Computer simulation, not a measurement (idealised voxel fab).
The document below concerns the process module designated voxel fin reveal.
Cross-sectional view cut (width: 185 nm; square cell size: 5 nm).
Throughout this document, each cross-section is represented as a grid of square cells and is presented as a sequence of bands enumerated from the top downward, where a band comprises one or more rows of cells.
Quick guide to a band line: top height, bottom height (nm) up front; then every material left to right with its width in nm. Only one material and it's marked "edge to edge"? Then it fills the band edge to edge. And "empty" just means empty space.
Height datum 0, below which the as-received substrate wafer is one material. Lowest band open at the bottom, running downward: "from 0 down".
Width spec "30->40" -> top row of cells at first value, bottom row at second value, equal per-row change in between.
"nothing changed", as given for a step, is the statement that not any cell of the cross-section underwent a change during that step.
You'll see "Catalogued sealed voids" listing empty spaces that have no way open to the top, as long as they're 8 cells or more; the notation is width x height at distance, where the distance is from the left edge, and all of it is in nm.
On a step's line, text after the settings is the simulator commenting on that step.
For masked steps, "overlay nm" on the step line gives how far right of plan the mask actually lay; a minus sign means it lay to the left.
Each pair below shows a cross-section before one step and the cross-section after it, down to the lowest band that changed. The line under each pair gives the step between them, with its settings. The pairs can come from different runs of this module on the same starting wafer, so a pair continues from the pair above only where its "Incoming profile" says so.
### Incoming profile
    from 0 down | Si edge to edge
    Catalogued sealed voids: none
### Step Result
    from 5 to 0 | SiN edge to edge
    Everything under 0 stays put, no change at all.
    Catalogued sealed voids: none
Formally, the process step situated between the two cross-sections above is CONFORMAL_DEP with material SiN, thk nm 5
Incoming profile: we pick up right where the pair above leaves off, with its after cross-section.
### Step Result
    from 20 to 5 | aC edge to edge
    Everything under 5 stays put, no change at all.
    Catalogued sealed voids: none
Formally, the process step situated between the two cross-sections above is DIRECTIONAL_DEP with material aC, thk nm 15
Incoming profile: we pick up right where the pair above leaves off, with its after cross-section.
### Step Result
    from 55 to 20 | empty (60), then resist (15), then empty (30), then resist (15), then empty (65)
    Everything under 20 stays put, no change at all.
    Catalogued sealed voids: none
Formally, the process step situated between the two cross-sections above is PATTERN with tone cover, mask id FINS, material resist, width nm 15, pitch nm 45, thk nm 35, overlay nm 0
Incoming profile: we pick up right where the pair above leaves off, with its after cross-section.
### Step Result
    from 40 to 20 | empty (60), then resist (15), then empty (30), then resist (15), then empty (65)
    from 20 to 5 | empty (60), then aC (15), then empty (30), then aC (15), then empty (65)
    Everything under 5 stays put, no change at all.
    Catalogued sealed voids: none
Formally, the process step situated between the two cross-sections above is DIRECTIONAL_ETCH with etch materials aC, depth nm 15
Incoming profile: we pick up right where the pair above leaves off, with its after cross-section.
### Step Result
    from 20 to 5 | empty (60), then aC (15), then empty (30), then aC (15), then empty (65)
    Everything under 5 stays put, no change at all.
    Catalogued sealed voids: none
Formally, the process step situated between the two cross-sections above is STRIP with etch materials resist
Incoming profile: we pick up right where the pair above leaves off, with its after cross-section.
### Step Result
    from 20 to 5 | empty (60), then aC (15), then empty (30), then aC (15), then empty (65)
    from 5 to 0 | empty (60), then SiN (15), then empty (30), then SiN (15), then empty (65)
    Everything under 0 stays put, no change at all.
    Catalogued sealed voids: none
Formally, the process step situated between the two cross-sections above is DIRECTIONAL_ETCH with etch materials SiN, depth nm 5
Incoming profile: we pick up right where the pair above leaves off, with its after cross-section.
### Step Result
    from 20 to 5 | empty (60), then aC (15), then empty (30), then aC (15), then empty (65)
    from 5 to 0 | empty (60), then SiN (15), then empty (30), then SiN (15), then empty (65)
    from 0 to -35 | empty (60), then Si (15), then empty (30), then Si (15), then empty (65)
    Everything under -35 stays put, no change at all.
    Catalogued sealed voids: none
Formally, the process step situated between the two cross-sections above is DIRECTIONAL_ETCH with etch materials Si, depth nm 35
Incoming profile: we pick up right where the pair above leaves off, with its after cross-section.
### Step Result
    from 5 to 0 | empty (60), then SiN (15), then empty (30), then SiN (15), then empty (65)
    Everything under 0 stays put, no change at all.
    Catalogued sealed voids: none
Formally, the process step situated between the two cross-sections above is STRIP with etch materials aC
Incoming profile: we pick up right where the pair above leaves off, with its after cross-section.
### Step Result
    from 5 to 0 | empty (60), then SiN (15), then empty (30), then SiN (15), then empty (65)
    from 0 to -35 | empty (60), then SiO2 (5), then Si (5), then SiO2 (5), then empty (30), then SiO2 (5), then Si (5), then SiO2 (5), then empty (65)
    from -35 to -40 | SiO2 (65), then Si (5), then SiO2 (40), then Si (5), then SiO2 (70)
    Everything under -40 stays put, no change at all.
    Catalogued sealed voids: none
Formally, the process step situated between the two cross-sections above is OXIDIZE with depth nm 5
Incoming profile: we pick up right where the pair above leaves off, with its after cross-section.
### Step Result
    from 15 to 5 | SiO2 edge to edge
    from 5 to 0 | SiO2 (60), then SiN (15), then SiO2 (30), then SiN (15), then SiO2 (65)
    from 0 to -40 | SiO2 (65), then Si (5), then SiO2 (40), then Si (5), then SiO2 (70)
    Everything under -40 stays put, no change at all.
    Catalogued sealed voids: none
Formally, the process step situated between the two cross-sections above is FILL_DEP with material SiO2, thk nm 10
Incoming profile: we pick up right where the pair above leaves off, with its after cross-section.
### Step Result
    from 5 to 0 | SiO2 (60), then SiN (15), then SiO2 (30), then SiN (15), then SiO2 (65)
    Everything under 0 stays put, no change at all.
    Catalogued sealed voids: none
Formally, the process step situated between the two cross-sections above is CMP with height nm 5
Incoming profile: we pick up right where the pair above leaves off, with its after cross-section.
### Step Result
    from 5 to 0 | empty (60), then SiN (15), then empty (30), then SiN (15), then empty (65)
    from 0 to -15 | empty (65), then Si (5), then empty (40), then Si (5), then empty (70)
    Everything under -15 stays put, no change at all.
    Catalogued sealed voids: none
Formally, the process step situated between the two cross-sections above is SELECTIVE_ETCH with etch materials SiO2, depth nm 20
Incoming profile: we pick up right where the pair above leaves off, with its after cross-section.
### Step Result
    from 0 to -15 | empty (65), then Si (5), then empty (40), then Si (5), then empty (70)
    Everything under -15 stays put, no change at all.
    Catalogued sealed voids: none
Formally, the process step situated between the two cross-sections above is STRIP with etch materials SiN
Incoming profile: we pick up right where the pair above leaves off, with its after cross-section.
### Step Result
    from 5 to 0 | empty (60), then SiO2 (15), then empty (30), then SiO2 (15), then empty (65)
    from 0 to -10 | empty (60), then SiO2 (5), then Si (5), then SiO2 (5), then empty (30), then SiO2 (5), then Si (5), then SiO2 (5), then empty (65)
    from -10 to -40 | SiO2 (65), then Si (5), then SiO2 (40), then Si (5), then SiO2 (70)
    Everything under -40 stays put, no change at all.
    Catalogued sealed voids: none
Formally, the process step situated between the two cross-sections above is CONFORMAL_DEP with material SiO2, thk nm 5
### Incoming profile
    from 5 to 0 | empty (60), then SiN (15), then empty (30), then SiN (15), then empty (65)
    from 0 to -15 | empty (65), then Si (5), then empty (40), then Si (5), then empty (70)
    from -15 to -40 | SiO2 (65), then Si (5), then SiO2 (40), then Si (5), then SiO2 (70)
    from -40 down | Si edge to edge
    Catalogued sealed voids: none
### Step Result
    from 5 to 0 | empty (60), then SiN (15), then empty (30), then SiN (15), then empty (65)
    from 0 to -35 | empty (65), then Si (5), then empty (40), then Si (5), then empty (70)
    Everything under -35 stays put, no change at all.
    Catalogued sealed voids: none
Formally, the process step situated between the two cross-sections above is SELECTIVE_ETCH with etch materials SiO2, depth nm 20
Incoming profile: we pick up right where the pair above leaves off, with its after cross-section.
### Step Result
    from 0 to -35 | empty (65), then Si (5), then empty (40), then Si (5), then empty (70)
    Everything under -35 stays put, no change at all.
    Catalogued sealed voids: none
Formally, the process step situated between the two cross-sections above is STRIP with etch materials SiN
Incoming profile: we pick up right where the pair above leaves off, with its after cross-section.
### Step Result
    from 5 to 0 | empty (60), then SiO2 (15), then empty (30), then SiO2 (15), then empty (65)
    from 0 to -30 | empty (60), then SiO2 (5), then Si (5), then SiO2 (5), then empty (30), then SiO2 (5), then Si (5), then SiO2 (5), then empty (65)
    from -30 to -40 | SiO2 (65), then Si (5), then SiO2 (40), then Si (5), then SiO2 (70)
    Everything under -40 stays put, no change at all.
    Catalogued sealed voids: none
Formally, the process step situated between the two cross-sections above is CONFORMAL_DEP with material SiO2, thk nm 5
### Incoming profile
    from 5 to 0 | SiO2 (60), then SiN (15), then SiO2 (30), then SiN (15), then SiO2 (65)
    from 0 to -40 | SiO2 (65), then Si (5), then SiO2 (40), then Si (5), then SiO2 (70)
    from -40 down | Si edge to edge
    Catalogued sealed voids: none
### Step Result
    from 5 to 0 | SiO2 (60), then empty (15), then SiO2 (30), then empty (15), then SiO2 (65)
    Everything under 0 stays put, no change at all.
    Catalogued sealed voids: none
Formally, the process step situated between the two cross-sections above is STRIP with etch materials SiN
Incoming profile: we pick up right where the pair above leaves off, with its after cross-section.
### Step Result
    from 0 to -15 | empty (65), then Si (5), then empty (40), then Si (5), then empty (70)
    from -15 to -20 | SiO2 (40), then empty (25), then Si (5), then empty (40), then Si (5), then empty (25), then SiO2 (45)
    Everything under -20 stays put, no change at all.
    Catalogued sealed voids: none
Formally, the process step situated between the two cross-sections above is SELECTIVE_ETCH with etch materials SiO2, depth nm 20
Incoming profile: we pick up right where the pair above leaves off, with its after cross-section.
### Step Result
    from 5 to 0 | empty (60), then SiO2 (15), then empty (30), then SiO2 (15), then empty (65)
    from 0 to -10 | empty (60), then SiO2 (5), then Si (5), then SiO2 (5), then empty (30), then SiO2 (5), then Si (5), then SiO2 (5), then empty (65)
    from -10 to -15 | SiO2 (45), then empty (15), then SiO2 (5), then Si (5), then SiO2 (5), then empty (30), then SiO2 (5), then Si (5), then SiO2 (5), then empty (15), then SiO2 (50)
    from -15 to -40 | SiO2 (65), then Si (5), then SiO2 (40), then Si (5), then SiO2 (70)
    Everything under -40 stays put, no change at all.
    Catalogued sealed voids: none
Formally, the process step situated between the two cross-sections above is CONFORMAL_DEP with material SiO2, thk nm 5
### Incoming profile
    from 20 to 5 | empty (60), then aC (15), then empty (30), then aC (15), then empty (65)
    from 5 to 0 | empty (60), then SiN (15), then empty (30), then SiN (15), then empty (65)
    from 0 down | Si edge to edge
    Catalogued sealed voids: none
### Step Result
    from 20 to 5 | empty (60), then aC (15), then empty (30), then aC (15), then empty (65)
    from 5 to 0 | empty (60), then SiN (15), then empty (30), then SiN (15), then empty (65)
    from 0 to -25 | empty (60), then Si (15), then empty (30), then Si (15), then empty (65)
    Everything under -25 stays put, no change at all.
    Catalogued sealed voids: none
Formally, the process step situated between the two cross-sections above is DIRECTIONAL_ETCH with etch materials Si, depth nm 25
Incoming profile: we pick up right where the pair above leaves off, with its after cross-section.
### Step Result
    from 5 to 0 | empty (60), then SiN (15), then empty (30), then SiN (15), then empty (65)
    Everything under 0 stays put, no change at all.
    Catalogued sealed voids: none
Formally, the process step situated between the two cross-sections above is STRIP with etch materials aC
Incoming profile: we pick up right where the pair above leaves off, with its after cross-section.
### Step Result
    from 5 to 0 | empty (60), then SiN (15), then empty (30), then SiN (15), then empty (65)
    from 0 to -25 | empty (60), then SiO2 (5), then Si (5), then SiO2 (5), then empty (30), then SiO2 (5), then Si (5), then SiO2 (5), then empty (65)
    from -25 to -30 | SiO2 (65), then Si (5), then SiO2 (40), then Si (5), then SiO2 (70)
    Everything under -30 stays put, no change at all.
    Catalogued sealed voids: none
Formally, the process step situated between the two cross-sections above is OXIDIZE with depth nm 5
Incoming profile: we pick up right where the pair above leaves off, with its after cross-section.
### Step Result
    from 15 to 5 | SiO2 edge to edge
    from 5 to 0 | SiO2 (60), then SiN (15), then SiO2 (30), then SiN (15), then SiO2 (65)
    from 0 to -30 | SiO2 (65), then Si (5), then SiO2 (40), then Si (5), then SiO2 (70)
    Everything under -30 stays put, no change at all.
    Catalogued sealed voids: none
Formally, the process step situated between the two cross-sections above is FILL_DEP with material SiO2, thk nm 10
Incoming profile: we pick up right where the pair above leaves off, with its after cross-section.
### Step Result
    from 5 to 0 | SiO2 (60), then SiN (15), then SiO2 (30), then SiN (15), then SiO2 (65)
    Everything under 0 stays put, no change at all.
    Catalogued sealed voids: none
Formally, the process step situated between the two cross-sections above is CMP with height nm 5
Incoming profile: we pick up right where the pair above leaves off, with its after cross-section.
### Step Result
    from 5 to 0 | empty (60), then SiN (15), then empty (30), then SiN (15), then empty (65)
    from 0 to -15 | empty (65), then Si (5), then empty (40), then Si (5), then empty (70)
    Everything under -15 stays put, no change at all.
    Catalogued sealed voids: none
Formally, the process step situated between the two cross-sections above is SELECTIVE_ETCH with etch materials SiO2, depth nm 20
Incoming profile: we pick up right where the pair above leaves off, with its after cross-section.
### Step Result
    from 0 to -15 | empty (65), then Si (5), then empty (40), then Si (5), then empty (70)
    Everything under -15 stays put, no change at all.
    Catalogued sealed voids: none
Formally, the process step situated between the two cross-sections above is STRIP with etch materials SiN
Incoming profile: we pick up right where the pair above leaves off, with its after cross-section.
### Step Result
    from 5 to 0 | empty (60), then SiO2 (15), then empty (30), then SiO2 (15), then empty (65)
    from 0 to -10 | empty (60), then SiO2 (5), then Si (5), then SiO2 (5), then empty (30), then SiO2 (5), then Si (5), then SiO2 (5), then empty (65)
    from -10 to -30 | SiO2 (65), then Si (5), then SiO2 (40), then Si (5), then SiO2 (70)
    Everything under -30 stays put, no change at all.
    Catalogued sealed voids: none
Formally, the process step situated between the two cross-sections above is CONFORMAL_DEP with material SiO2, thk nm 5
### Incoming profile
    from 20 to 5 | aC edge to edge
    from 5 to 0 | SiN edge to edge
    from 0 down | Si edge to edge
    Catalogued sealed voids: none
### Step Result
    from 55 to 20 | empty (60), then resist (20), then empty (25), then resist (20), then empty (60)
    Everything under 20 stays put, no change at all.
    Catalogued sealed voids: none
Formally, the process step situated between the two cross-sections above is PATTERN with tone cover, mask id FINS, material resist, width nm 20, pitch nm 45, thk nm 35, overlay nm 0
Incoming profile: we pick up right where the pair above leaves off, with its after cross-section.
### Step Result
    from 40 to 20 | empty (60), then resist (20), then empty (25), then resist (20), then empty (60)
    from 20 to 5 | empty (60), then aC (20), then empty (25), then aC (20), then empty (60)
    Everything under 5 stays put, no change at all.
    Catalogued sealed voids: none
Formally, the process step situated between the two cross-sections above is DIRECTIONAL_ETCH with etch materials aC, depth nm 15
Incoming profile: we pick up right where the pair above leaves off, with its after cross-section.
### Step Result
    from 20 to 5 | empty (60), then aC (20), then empty (25), then aC (20), then empty (60)
    Everything under 5 stays put, no change at all.
    Catalogued sealed voids: none
Formally, the process step situated between the two cross-sections above is STRIP with etch materials resist
Incoming profile: we pick up right where the pair above leaves off, with its after cross-section.
### Step Result
    from 20 to 5 | empty (60), then aC (20), then empty (25), then aC (20), then empty (60)
    from 5 to 0 | empty (60), then SiN (20), then empty (25), then SiN (20), then empty (60)
    Everything under 0 stays put, no change at all.
    Catalogued sealed voids: none
Formally, the process step situated between the two cross-sections above is DIRECTIONAL_ETCH with etch materials SiN, depth nm 5
Incoming profile: we pick up right where the pair above leaves off, with its after cross-section.
### Step Result
    from 20 to 5 | empty (60), then aC (20), then empty (25), then aC (20), then empty (60)
    from 5 to 0 | empty (60), then SiN (20), then empty (25), then SiN (20), then empty (60)
    from 0 to -35 | empty (60), then Si (20), then empty (25), then Si (20), then empty (60)
    Everything under -35 stays put, no change at all.
    Catalogued sealed voids: none
Formally, the process step situated between the two cross-sections above is DIRECTIONAL_ETCH with etch materials Si, depth nm 35
Incoming profile: we pick up right where the pair above leaves off, with its after cross-section.
### Step Result
    from 5 to 0 | empty (60), then SiN (20), then empty (25), then SiN (20), then empty (60)
    Everything under 0 stays put, no change at all.
    Catalogued sealed voids: none
Formally, the process step situated between the two cross-sections above is STRIP with etch materials aC
Incoming profile: we pick up right where the pair above leaves off, with its after cross-section.
### Step Result
    from 5 to 0 | empty (60), then SiN (20), then empty (25), then SiN (20), then empty (60)
    from 0 to -35 | empty (60), then SiO2 (5), then Si (10), then SiO2 (5), then empty (25), then SiO2 (5), then Si (10), then SiO2 (5), then empty (60)
    from -35 to -40 | SiO2 (65), then Si (10), then SiO2 (35), then Si (10), then SiO2 (65)
    Everything under -40 stays put, no change at all.
    Catalogued sealed voids: none
Formally, the process step situated between the two cross-sections above is OXIDIZE with depth nm 5
Incoming profile: we pick up right where the pair above leaves off, with its after cross-section.
### Step Result
    from 15 to 5 | SiO2 edge to edge
    from 5 to 0 | SiO2 (60), then SiN (20), then SiO2 (25), then SiN (20), then SiO2 (60)
    from 0 to -40 | SiO2 (65), then Si (10), then SiO2 (35), then Si (10), then SiO2 (65)
    Everything under -40 stays put, no change at all.
    Catalogued sealed voids: none
Formally, the process step situated between the two cross-sections above is FILL_DEP with material SiO2, thk nm 10
Incoming profile: we pick up right where the pair above leaves off, with its after cross-section.
### Step Result
    from 5 to 0 | SiO2 (60), then SiN (20), then SiO2 (25), then SiN (20), then SiO2 (60)
    Everything under 0 stays put, no change at all.
    Catalogued sealed voids: none
Formally, the process step situated between the two cross-sections above is CMP with height nm 5
Incoming profile: we pick up right where the pair above leaves off, with its after cross-section.
### Step Result
    from 5 to 0 | empty (60), then SiN (20), then empty (25), then SiN (20), then empty (60)
    from 0 to -15 | empty (65), then Si (10), then empty (35), then Si (10), then empty (65)
    Everything under -15 stays put, no change at all.
    Catalogued sealed voids: none
Formally, the process step situated between the two cross-sections above is SELECTIVE_ETCH with etch materials SiO2, depth nm 20
Incoming profile: we pick up right where the pair above leaves off, with its after cross-section.
### Step Result
    from 0 to -15 | empty (65), then Si (10), then empty (35), then Si (10), then empty (65)
    Everything under -15 stays put, no change at all.
    Catalogued sealed voids: none
Formally, the process step situated between the two cross-sections above is STRIP with etch materials SiN
Incoming profile: we pick up right where the pair above leaves off, with its after cross-section.
### Step Result
    from 5 to 0 | empty (60), then SiO2 (20), then empty (25), then SiO2 (20), then empty (60)
    from 0 to -10 | empty (60), then SiO2 (5), then Si (10), then SiO2 (5), then empty (25), then SiO2 (5), then Si (10), then SiO2 (5), then empty (60)
    from -10 to -40 | SiO2 (65), then Si (10), then SiO2 (35), then Si (10), then SiO2 (65)
    Everything under -40 stays put, no change at all.
    Catalogued sealed voids: none
Formally, the process step situated between the two cross-sections above is CONFORMAL_DEP with material SiO2, thk nm 5
### Incoming profile
    from 20 to 5 | aC edge to edge
    from 5 to 0 | SiN edge to edge
    from 0 down | Si edge to edge
    Catalogued sealed voids: none
### Step Result
    from 55 to 20 | empty (50), then resist (15), then empty (30), then resist (15), then empty (75)
    Everything under 20 stays put, no change at all.
    Catalogued sealed voids: none
Formally, the process step situated between the two cross-sections above is PATTERN with tone cover, mask id FINS, material resist, width nm 15, pitch nm 45, thk nm 35, overlay nm -10
Incoming profile: we pick up right where the pair above leaves off, with its after cross-section.
### Step Result
    from 40 to 20 | empty (50), then resist (15), then empty (30), then resist (15), then empty (75)
    from 20 to 5 | empty (50), then aC (15), then empty (30), then aC (15), then empty (75)
    Everything under 5 stays put, no change at all.
    Catalogued sealed voids: none
Formally, the process step situated between the two cross-sections above is DIRECTIONAL_ETCH with etch materials aC, depth nm 15
Incoming profile: we pick up right where the pair above leaves off, with its after cross-section.
### Step Result
    from 20 to 5 | empty (50), then aC (15), then empty (30), then aC (15), then empty (75)
    Everything under 5 stays put, no change at all.
    Catalogued sealed voids: none
Formally, the process step situated between the two cross-sections above is STRIP with etch materials resist
Incoming profile: we pick up right where the pair above leaves off, with its after cross-section.
### Step Result
    from 20 to 5 | empty (50), then aC (15), then empty (30), then aC (15), then empty (75)
    from 5 to 0 | empty (50), then SiN (15), then empty (30), then SiN (15), then empty (75)
    Everything under 0 stays put, no change at all.
    Catalogued sealed voids: none
Formally, the process step situated between the two cross-sections above is DIRECTIONAL_ETCH with etch materials SiN, depth nm 5
Incoming profile: we pick up right where the pair above leaves off, with its after cross-section.
### Step Result
    from 20 to 5 | empty (50), then aC (15), then empty (30), then aC (15), then empty (75)
    from 5 to 0 | empty (50), then SiN (15), then empty (30), then SiN (15), then empty (75)
    from 0 to -35 | empty (50), then Si (15), then empty (30), then Si (15), then empty (75)
    Everything under -35 stays put, no change at all.
    Catalogued sealed voids: none
Formally, the process step situated between the two cross-sections above is DIRECTIONAL_ETCH with etch materials Si, depth nm 35
Incoming profile: we pick up right where the pair above leaves off, with its after cross-section.
### Step Result
    from 5 to 0 | empty (50), then SiN (15), then empty (30), then SiN (15), then empty (75)
    Everything under 0 stays put, no change at all.
    Catalogued sealed voids: none
Formally, the process step situated between the two cross-sections above is STRIP with etch materials aC
Incoming profile: we pick up right where the pair above leaves off, with its after cross-section.
### Step Result
    from 5 to 0 | empty (50), then SiN (15), then empty (30), then SiN (15), then empty (75)
    from 0 to -35 | empty (50), then SiO2 (5), then Si (5), then SiO2 (5), then empty (30), then SiO2 (5), then Si (5), then SiO2 (5), then empty (75)
    from -35 to -40 | SiO2 (55), then Si (5), then SiO2 (40), then Si (5), then SiO2 (80)
    Everything under -40 stays put, no change at all.
    Catalogued sealed voids: none
Formally, the process step situated between the two cross-sections above is OXIDIZE with depth nm 5
Incoming profile: we pick up right where the pair above leaves off, with its after cross-section.
### Step Result
    from 15 to 5 | SiO2 edge to edge
    from 5 to 0 | SiO2 (50), then SiN (15), then SiO2 (30), then SiN (15), then SiO2 (75)
    from 0 to -40 | SiO2 (55), then Si (5), then SiO2 (40), then Si (5), then SiO2 (80)
    Everything under -40 stays put, no change at all.
    Catalogued sealed voids: none
Formally, the process step situated between the two cross-sections above is FILL_DEP with material SiO2, thk nm 10
Incoming profile: we pick up right where the pair above leaves off, with its after cross-section.
### Step Result
    from 5 to 0 | SiO2 (50), then SiN (15), then SiO2 (30), then SiN (15), then SiO2 (75)
    Everything under 0 stays put, no change at all.
    Catalogued sealed voids: none
Formally, the process step situated between the two cross-sections above is CMP with height nm 5
Incoming profile: we pick up right where the pair above leaves off, with its after cross-section.
### Step Result
    from 5 to 0 | empty (50), then SiN (15), then empty (30), then SiN (15), then empty (75)
    from 0 to -15 | empty (55), then Si (5), then empty (40), then Si (5), then empty (80)
    Everything under -15 stays put, no change at all.
    Catalogued sealed voids: none
Formally, the process step situated between the two cross-sections above is SELECTIVE_ETCH with etch materials SiO2, depth nm 20
Incoming profile: we pick up right where the pair above leaves off, with its after cross-section.
### Step Result
    from 0 to -15 | empty (55), then Si (5), then empty (40), then Si (5), then empty (80)
    Everything under -15 stays put, no change at all.
    Catalogued sealed voids: none
Formally, the process step situated between the two cross-sections above is STRIP with etch materials SiN
Incoming profile: we pick up right where the pair above leaves off, with its after cross-section.
### Step Result
    from 5 to 0 | empty (50), then SiO2 (15), then empty (30), then SiO2 (15), then empty (75)
    from 0 to -10 | empty (50), then SiO2 (5), then Si (5), then SiO2 (5), then empty (30), then SiO2 (5), then Si (5), then SiO2 (5), then empty (75)
    from -10 to -40 | SiO2 (55), then Si (5), then SiO2 (40), then Si (5), then SiO2 (80)
    Everything under -40 stays put, no change at all.
    Catalogued sealed voids: none
Formally, the process step situated between the two cross-sections above is CONFORMAL_DEP with material SiO2, thk nm 5
### Incoming profile
    from 0 to -15 | empty (65), then Si (5), then empty (40), then Si (5), then empty (70)
    from -15 to -40 | SiO2 (65), then Si (5), then SiO2 (40), then Si (5), then SiO2 (70)
    from -40 down | Si edge to edge
    Catalogued sealed voids: none
### Step Result
    from 5 to 0 | empty (60), then SiN (15), then empty (30), then SiN (15), then empty (65)
    from 0 to -10 | empty (60), then SiN (5), then Si (5), then SiN (5), then empty (30), then SiN (5), then Si (5), then SiN (5), then empty (65)
    from -10 to -15 | SiN (65), then Si (5), then SiN (40), then Si (5), then SiN (70)
    Everything under -15 stays put, no change at all.
    Catalogued sealed voids: none
Formally, the process step situated between the two cross-sections above is CONFORMAL_DEP with material SiN, thk nm 5
### Incoming profile
    from 20 to 5 | aC edge to edge
    from 5 to 0 | SiN edge to edge
    from 0 down | Si edge to edge
    Catalogued sealed voids: none
### Step Result
    from 55 to 20 | resist (60), then empty (15), then resist (30), then empty (15), then resist (65)
    Everything under 20 stays put, no change at all.
    Catalogued sealed voids: none
Formally, the process step situated between the two cross-sections above is PATTERN with tone open, mask id FINS, material resist, width nm 15, pitch nm 45, thk nm 35, overlay nm 0
Incoming profile: we pick up right where the pair above leaves off, with its after cross-section.
### Step Result
    from 40 to 20 | resist (60), then empty (15), then resist (30), then empty (15), then resist (65)
    from 20 to 5 | aC (60), then empty (15), then aC (30), then empty (15), then aC (65)
    Everything under 5 stays put, no change at all.
    Catalogued sealed voids: none
Formally, the process step situated between the two cross-sections above is DIRECTIONAL_ETCH with etch materials aC, depth nm 15
Incoming profile: we pick up right where the pair above leaves off, with its after cross-section.
### Step Result
    from 20 to 5 | aC (60), then empty (15), then aC (30), then empty (15), then aC (65)
    Everything under 5 stays put, no change at all.
    Catalogued sealed voids: none
Formally, the process step situated between the two cross-sections above is STRIP with etch materials resist
Incoming profile: we pick up right where the pair above leaves off, with its after cross-section.
### Step Result
    from 20 to 5 | aC (60), then empty (15), then aC (30), then empty (15), then aC (65)
    from 5 to 0 | SiN (60), then empty (15), then SiN (30), then empty (15), then SiN (65)
    Everything under 0 stays put, no change at all.
    Catalogued sealed voids: none
Formally, the process step situated between the two cross-sections above is DIRECTIONAL_ETCH with etch materials SiN, depth nm 5
Incoming profile: we pick up right where the pair above leaves off, with its after cross-section.
### Step Result
    from 20 to 5 | aC (60), then empty (15), then aC (30), then empty (15), then aC (65)
    from 5 to 0 | SiN (60), then empty (15), then SiN (30), then empty (15), then SiN (65)
    from 0 to -35 | Si (60), then empty (15), then Si (30), then empty (15), then Si (65)
    Everything under -35 stays put, no change at all.
    Catalogued sealed voids: none
Formally, the process step situated between the two cross-sections above is DIRECTIONAL_ETCH with etch materials Si, depth nm 35
Incoming profile: we pick up right where the pair above leaves off, with its after cross-section.
### Step Result
    from 5 to 0 | SiN (60), then empty (15), then SiN (30), then empty (15), then SiN (65)
    Everything under 0 stays put, no change at all.
    Catalogued sealed voids: none
Formally, the process step situated between the two cross-sections above is STRIP with etch materials aC
Incoming profile: we pick up right where the pair above leaves off, with its after cross-section.
### Step Result
    from 5 to 0 | SiN (60), then empty (15), then SiN (30), then empty (15), then SiN (65)
    from 0 to -35 | Si (55), then SiO2 (5), then empty (15), then SiO2 (5), then Si (20), then SiO2 (5), then empty (15), then SiO2 (5), then Si (60)
    from -35 to -40 | Si (55), then SiO2 (25), then Si (20), then SiO2 (25), then Si (60)
    Everything under -40 stays put, no change at all.
    Catalogued sealed voids: none
Formally, the process step situated between the two cross-sections above is OXIDIZE with depth nm 5
Incoming profile: we pick up right where the pair above leaves off, with its after cross-section.
### Step Result
    from 15 to 5 | SiO2 edge to edge
    from 5 to 0 | SiN (60), then SiO2 (15), then SiN (30), then SiO2 (15), then SiN (65)
    from 0 to -40 | Si (55), then SiO2 (25), then Si (20), then SiO2 (25), then Si (60)
    Everything under -40 stays put, no change at all.
    Catalogued sealed voids: none
Formally, the process step situated between the two cross-sections above is FILL_DEP with material SiO2, thk nm 10
Incoming profile: we pick up right where the pair above leaves off, with its after cross-section.
### Step Result
    from 5 to 0 | SiN (60), then SiO2 (15), then SiN (30), then SiO2 (15), then SiN (65)
    Everything under 0 stays put, no change at all.
    Catalogued sealed voids: none
Formally, the process step situated between the two cross-sections above is CMP with height nm 5
Incoming profile: we pick up right where the pair above leaves off, with its after cross-section.
### Step Result
    from 5 to 0 | SiN (60), then empty (15), then SiN (30), then empty (15), then SiN (65)
    from 0 to -15 | Si (55), then empty (25), then Si (20), then empty (25), then Si (60)
    Everything under -15 stays put, no change at all.
    Catalogued sealed voids: none
Formally, the process step situated between the two cross-sections above is SELECTIVE_ETCH with etch materials SiO2, depth nm 20
Incoming profile: we pick up right where the pair above leaves off, with its after cross-section.
### Step Result
    from 0 to -15 | Si (55), then empty (25), then Si (20), then empty (25), then Si (60)
    Everything under -15 stays put, no change at all.
    Catalogued sealed voids: none
Formally, the process step situated between the two cross-sections above is STRIP with etch materials SiN
Incoming profile: we pick up right where the pair above leaves off, with its after cross-section.
### Step Result
    from 5 to 0 | SiO2 (60), then empty (15), then SiO2 (30), then empty (15), then SiO2 (65)
    from 0 to -10 | Si (55), then SiO2 (5), then empty (15), then SiO2 (5), then Si (20), then SiO2 (5), then empty (15), then SiO2 (5), then Si (60)
    from -10 to -40 | Si (55), then SiO2 (25), then Si (20), then SiO2 (25), then Si (60)
    Everything under -40 stays put, no change at all.
    Catalogued sealed voids: none
Formally, the process step situated between the two cross-sections above is CONFORMAL_DEP with material SiO2, thk nm 5
